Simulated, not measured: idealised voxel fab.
Process module in this document: voxel capacitor over wiring
The width of the displayed cross-section, cut, is 265 nm; its cells are square, with a size of 5 nm.
Square cells in a grid make up a cross-section in this document, and the grid is given as bands, listed from the top down, each one or more rows of cells.
Heights first: top, then bottom, in nm. Then materials, left to right, each with a width in nm. "all across" on a single material: fills the band edge to edge. "empty": empty space.
Heights from 0 (as-received wafer is one material below). Bottom band endless downward, as "top 0, no bottom".
You'd read "30..40" like this: the band's top row of cells is as wide as the first number, its bottom row is as wide as the second, and going down, every row changes width by the same amount as the row before did.
"remained unchanged", as given for a step, is the statement that not any cell of the cross-section underwent a change during that step.
Closed-off voids of 8+ cells (no open route to the top) go in "Cavities, closed", written width x height at distance from the left edge, in nm.
That trailing text on a step's line, after the settings, is the simulator's own remark on the step.
Each step line may optionally specify "overlay nm", which for a step with a mask gives the rightward distance between the mask's planned place and where it lay, a negative value indicating the leftward direction.

plan
1. RECEIVE [material Si]
2. CONFORMAL_DEP [material SiO2] [thk nm 10]
3. CONFORMAL_DEP [material SiN] [thk nm 5]
4. DIRECTIONAL_DEP [material lowk] [thk nm 15]
5. DIRECTIONAL_DEP [material aC] [thk nm 10]
6. PATTERN [tone open] [mask id METAL_1] [material resist] [width nm 30] [pitch nm 100] [thk nm 25] [overlay nm 0]
7. DIRECTIONAL_ETCH [etch materials aC] [depth nm 10]
8. STRIP [etch materials resist]
9. DIRECTIONAL_ETCH [etch materials lowk] [depth nm 15]
10. DIRECTIONAL_ETCH [etch materials SiN] [depth nm 5]
11. STRIP [etch materials aC]
12. CONFORMAL_DEP [material TiN] [thk nm 5]
13. FILL_DEP [material Cu] [thk nm 10]
14. CMP [height nm 30]
15. EPI [material Ru] [thk nm 5]
16. FILL_DEP [material SiCN] [thk nm 5]
17. DIRECTIONAL_DEP [material lowk] [thk nm 20]
18. MASKED_ETCH [tone open] [mask id PLUG_1] [width nm 15] [etch materials lowk] [depth nm 20] [overlay nm 0]
19. MASKED_ETCH [tone open] [mask id PLUG_1] [width nm 15] [etch materials SiCN] [depth nm 5] [overlay nm 0]
20. EPI [material Ru] [thk nm 10]
21. EPI [material Ru] [thk nm 10]
22. EPI [material Ru] [thk nm 5]
23. DIRECTIONAL_DEP [material TiN] [thk nm 10]
24. DIRECTIONAL_DEP [material Al2O3] [thk nm 5]
25. DIRECTIONAL_DEP [material TiN] [thk nm 5]
26. PATTERN [tone cover] [mask id UPPER_PLATE] [material resist] [width nm 75] [thk nm 15] [overlay nm 0]
27. DIRECTIONAL_ETCH [etch materials TiN] [depth nm 5]
28. DIRECTIONAL_ETCH [etch materials Al2O3] [depth nm 5]
29. STRIP [etch materials resist]
30. MASKED_ETCH [tone cover] [mask id LOWER_PLATE] [width nm 85] [etch materials TiN] [depth nm 10] [overlay nm 0]
31. FILL_DEP [material SiO2] [thk nm 15]
32. CMP [height nm 90]
33. DIRECTIONAL_DEP [material aC] [thk nm 15]
34. PATTERN [tone open] [mask id PLUG_2] [material resist] [width nm 15] [thk nm 35] [overlay nm 0]
35. DIRECTIONAL_ETCH [etch materials aC] [depth nm 15]
36. STRIP [etch materials resist]
37. DIRECTIONAL_ETCH [etch materials SiO2] [depth nm 10]
38. STRIP [etch materials aC]
39. CONFORMAL_DEP [material TiN] [thk nm 5]
40. FILL_DEP [material Ru] [thk nm 10]
41. CMP [height nm 90]
42. CONFORMAL_DEP [material SiCN] [thk nm 5]

The following pertains to the first of two wafers, which was processed as planned

Cross-section: wafer on arrival = after step 1
    top 0, no bottom  Si all across
    Cavities, closed: none

after step 2
    top 10, bottom 0  SiO2 all across
    Under 0: no change, same as before.

after step 3
    top 15, bottom 10  SiN all across
    Under 10: no change, same as before.

after step 4
    top 30, bottom 15  lowk all across
    Under 15: no change, same as before.

after step 5
    top 40, bottom 30  aC all across
    Under 30: no change, same as before.

after step 6
    top 65, bottom 40  resist: 65, then empty: 30, then resist: 70, then empty: 30, then resist: 70
    Under 40: no change, same as before.

after step 7
    top 55, bottom 40  resist: 65, then empty: 30, then resist: 70, then empty: 30, then resist: 70
    top 40, bottom 30  aC: 65, then empty: 30, then aC: 70, then empty: 30, then aC: 70
    Under 30: no change, same as before.

after step 8
    top 40, bottom 30  aC: 65, then empty: 30, then aC: 70, then empty: 30, then aC: 70
    Under 30: no change, same as before.

after step 9
    top 40, bottom 30  aC: 65, then empty: 30, then aC: 70, then empty: 30, then aC: 70
    top 30, bottom 15  lowk: 65, then empty: 30, then lowk: 70, then empty: 30, then lowk: 70
    Under 15: no change, same as before.

after step 10
    top 40, bottom 30  aC: 65, then empty: 30, then aC: 70, then empty: 30, then aC: 70
    top 30, bottom 15  lowk: 65, then empty: 30, then lowk: 70, then empty: 30, then lowk: 70
    top 15, bottom 10  SiN: 65, then empty: 30, then SiN: 70, then empty: 30, then SiN: 70
    Under 10: no change, same as before.

after step 11
    top 30, bottom 15  lowk: 65, then empty: 30, then lowk: 70, then empty: 30, then lowk: 70
    Under 15: no change, same as before.

after step 12
    top 35, bottom 30  TiN: 70, then empty: 20, then TiN: 80, then empty: 20, then TiN: 75
    top 30, bottom 15  lowk: 65, then TiN: 5, then empty: 20, then TiN: 5, then lowk: 70, then TiN: 5, then empty: 20, then TiN: 5, then lowk: 70
    top 15, bottom 10  SiN: 65, then TiN: 30, then SiN: 70, then TiN: 30, then SiN: 70
    Under 10: no change, same as before.

after step 13
    top 45, bottom 35  Cu all across
    top 35, bottom 30  TiN: 70, then Cu: 20, then TiN: 80, then Cu: 20, then TiN: 75
    top 30, bottom 15  lowk: 65, then TiN: 5, then Cu: 20, then TiN: 5, then lowk: 70, then TiN: 5, then Cu: 20, then TiN: 5, then lowk: 70
    Under 15: no change, same as before.

after step 14
    top 30, bottom 15  lowk: 65, then TiN: 5, then Cu: 20, then TiN: 5, then lowk: 70, then TiN: 5, then Cu: 20, then TiN: 5, then lowk: 70
    Under 15: no change, same as before.

after step 15
    top 35, bottom 30  empty: 60, then Ru: 40, then empty: 60, then Ru: 40, then empty: 65
    Under 30: no change, same as before.

after step 16
    top 40, bottom 35  SiCN all across
    top 35, bottom 30  SiCN: 60, then Ru: 40, then SiCN: 60, then Ru: 40, then SiCN: 65
    Under 30: no change, same as before.

after step 17
    top 60, bottom 40  lowk all across
    Under 40: no change, same as before.

after step 18
    top 60, bottom 40  lowk: 80, then empty: 15, then lowk: 170
    Under 40: no change, same as before.

after step 19
    top 60, bottom 40  lowk: 80, then empty: 15, then lowk: 170
    top 40, bottom 35  SiCN: 80, then empty: 15, then SiCN: 170
    Under 35: no change, same as before.

after step 20
    top 60, bottom 45  lowk: 80, then empty: 15, then lowk: 170
    top 45, bottom 40  lowk: 80, then Ru: 15, then lowk: 170
    top 40, bottom 35  SiCN: 80, then Ru: 15, then SiCN: 170
    Under 35: no change, same as before.

after step 21
    top 60, bottom 55  lowk: 80, then empty: 15, then lowk: 170
    top 55, bottom 40  lowk: 80, then Ru: 15, then lowk: 170
    Under 40: no change, same as before.

after step 22
    top 60, bottom 40  lowk: 80, then Ru: 15, then lowk: 170
    Under 40: no change, same as before.

after step 23
    top 70, bottom 60  TiN all across
    Under 60: no change, same as before.

after step 24
    top 75, bottom 70  Al2O3 all across
    Under 70: no change, same as before.

after step 25
    top 80, bottom 75  TiN all across
    Under 75: no change, same as before.

after step 26
    top 95, bottom 80  empty: 80, then resist: 75, then empty: 110
    Under 80: no change, same as before.

after step 27
    top 95, bottom 80  empty: 80, then resist: 75, then empty: 110
    top 80, bottom 75  empty: 80, then TiN: 75, then empty: 110
    Under 75: no change, same as before.

after step 28
    top 95, bottom 80  empty: 80, then resist: 75, then empty: 110
    top 80, bottom 75  empty: 80, then TiN: 75, then empty: 110
    top 75, bottom 70  empty: 80, then Al2O3: 75, then empty: 110
    Under 70: no change, same as before.

after step 29
    top 80, bottom 75  empty: 80, then TiN: 75, then empty: 110
    Under 75: no change, same as before.

after step 30
    top 80, bottom 75  empty: 80, then TiN: 75, then empty: 110
    top 75, bottom 70  empty: 80, then Al2O3: 75, then empty: 110
    top 70, bottom 60  empty: 75, then TiN: 85, then empty: 105
    Under 60: no change, same as before.

after step 31
    top 95, bottom 80  SiO2 all across
    top 80, bottom 75  SiO2: 80, then TiN: 75, then SiO2: 110
    top 75, bottom 70  SiO2: 80, then Al2O3: 75, then SiO2: 110
    top 70, bottom 60  SiO2: 75, then TiN: 85, then SiO2: 105
    Under 60: no change, same as before.

after step 32
    top 90, bottom 80  SiO2 all across
    Under 80: no change, same as before.

after step 33
    top 105, bottom 90  aC all across
    Under 90: no change, same as before.

after step 34
    top 140, bottom 105  resist: 90, then empty: 15, then resist: 160
    Under 105: no change, same as before.

after step 35
    top 125, bottom 105  resist: 90, then empty: 15, then resist: 160
    top 105, bottom 90  aC: 90, then empty: 15, then aC: 160
    Under 90: no change, same as before.

after step 36
    top 105, bottom 90  aC: 90, then empty: 15, then aC: 160
    Under 90: no change, same as before.

after step 37
    top 105, bottom 90  aC: 90, then empty: 15, then aC: 160
    top 90, bottom 80  SiO2: 90, then empty: 15, then SiO2: 160
    Under 80: no change, same as before.

after step 38
    top 90, bottom 80  SiO2: 90, then empty: 15, then SiO2: 160
    Under 80: no change, same as before.

after step 39
    top 95, bottom 90  TiN: 95, then empty: 5, then TiN: 165
    top 90, bottom 85  SiO2: 90, then TiN: 5, then empty: 5, then TiN: 5, then SiO2: 160
    top 85, bottom 75  SiO2: 90..80, then TiN: 15..75, then SiO2: 160..110
    Under 75: no change, same as before.

after step 40
    top 105, bottom 95  Ru all across
    top 95, bottom 90  TiN: 95, then Ru: 5, then TiN: 165
    top 90, bottom 85  SiO2: 90, then TiN: 5, then Ru: 5, then TiN: 5, then SiO2: 160
    Under 85: no change, same as before.

after step 41
    top 90, bottom 85  SiO2: 90, then TiN: 5, then Ru: 5, then TiN: 5, then SiO2: 160
    Under 85: no change, same as before.

after step 42
    top 95, bottom 90  SiCN all across
    Under 90: no change, same as before.

Second wafer, same starting conditions and recipe as the first, one mistake in executing it, nothing differs from the first up to and including step 25

X-section, second wafer, when step 26 was due to finish
    top 95, bottom 80  empty: 85, then resist: 65, then empty: 115
    Under 80: no change, same as before.

X-section, second wafer, when step 27 was due to finish
    top 95, bottom 80  empty: 85, then resist: 65, then empty: 115
    top 80, bottom 75  empty: 85, then TiN: 65, then empty: 115
    Under 75: no change, same as before.

X-section, second wafer, when step 28 was due to finish
    top 95, bottom 80  empty: 85, then resist: 65, then empty: 115
    top 80, bottom 75  empty: 85, then TiN: 65, then empty: 115
    top 75, bottom 70  empty: 85, then Al2O3: 65, then empty: 115
    Under 70: no change, same as before.

X-section, second wafer, when step 29 was due to finish
    top 80, bottom 75  empty: 85, then TiN: 65, then empty: 115
    Under 75: no change, same as before.

X-section, second wafer, when step 30 was due to finish
    top 80, bottom 75  empty: 85, then TiN: 65, then empty: 115
    top 75, bottom 70  empty: 85, then Al2O3: 65, then empty: 115
    top 70, bottom 60  empty: 75, then TiN: 85, then empty: 105
    Under 60: no change, same as before.

X-section, second wafer, when step 31 was due to finish
    top 95, bottom 80  SiO2 all across
    top 80, bottom 75  SiO2: 85, then TiN: 65, then SiO2: 115
    top 75, bottom 70  SiO2: 85, then Al2O3: 65, then SiO2: 115
    top 70, bottom 60  SiO2: 75, then TiN: 85, then SiO2: 105
    Under 60: no change, same as before.

X-section, second wafer, when step 32 was due to finish
    top 90, bottom 80  SiO2 all across
    Under 80: no change, same as before.

X-section, second wafer, when step 33 was due to finish
    top 105, bottom 90  aC all across
    Under 90: no change, same as before.

X-section, second wafer, when step 34 was due to finish
    top 140, bottom 105  resist: 90, then empty: 15, then resist: 160
    Under 105: no change, same as before.

X-section, second wafer, when step 35 was due to finish
    top 125, bottom 105  resist: 90, then empty: 15, then resist: 160
    top 105, bottom 90  aC: 90, then empty: 15, then aC: 160
    Under 90: no change, same as before.

X-section, second wafer, when step 36 was due to finish
    top 105, bottom 90  aC: 90, then empty: 15, then aC: 160
    Under 90: no change, same as before.

X-section, second wafer, when step 37 was due to finish
    top 105, bottom 90  aC: 90, then empty: 15, then aC: 160
    top 90, bottom 80  SiO2: 90, then empty: 15, then SiO2: 160
    Under 80: no change, same as before.

X-section, second wafer, when step 38 was due to finish
    top 90, bottom 80  SiO2: 90, then empty: 15, then SiO2: 160
    Under 80: no change, same as before.

X-section, second wafer, when step 39 was due to finish
    top 95, bottom 90  TiN: 95, then empty: 5, then TiN: 165
    top 90, bottom 85  SiO2: 90, then TiN: 5, then empty: 5, then TiN: 5, then SiO2: 160
    top 85, bottom 75  SiO2: 90..85, then TiN: 15..65, then SiO2: 160..115
    Under 75: no change, same as before.

X-section, second wafer, when step 40 was due to finish
    top 105, bottom 95  Ru all across
    top 95, bottom 90  TiN: 95, then Ru: 5, then TiN: 165
    top 90, bottom 85  SiO2: 90, then TiN: 5, then Ru: 5, then TiN: 5, then SiO2: 160
    Under 85: no change, same as before.

X-section, second wafer, when step 41 was due to finish
    top 90, bottom 85  SiO2: 90, then TiN: 5, then Ru: 5, then TiN: 5, then SiO2: 160
    Under 85: no change, same as before.

X-section, second wafer, when step 42 was due to finish
    top 95, bottom 90  SiCN all across
    Under 90: no change, same as before.
Processing error: step 26, actual vs plan mismatch, actual run PATTERN [tone cover] [mask id UPPER_PLATE] [material resist] [width nm 65] [thk nm 15] [overlay nm 0]
Final cells, second wafer relative to first, materials higher or lower: Al2O3: 2 fewer; SiO2: 4 more; TiN: 2 fewer
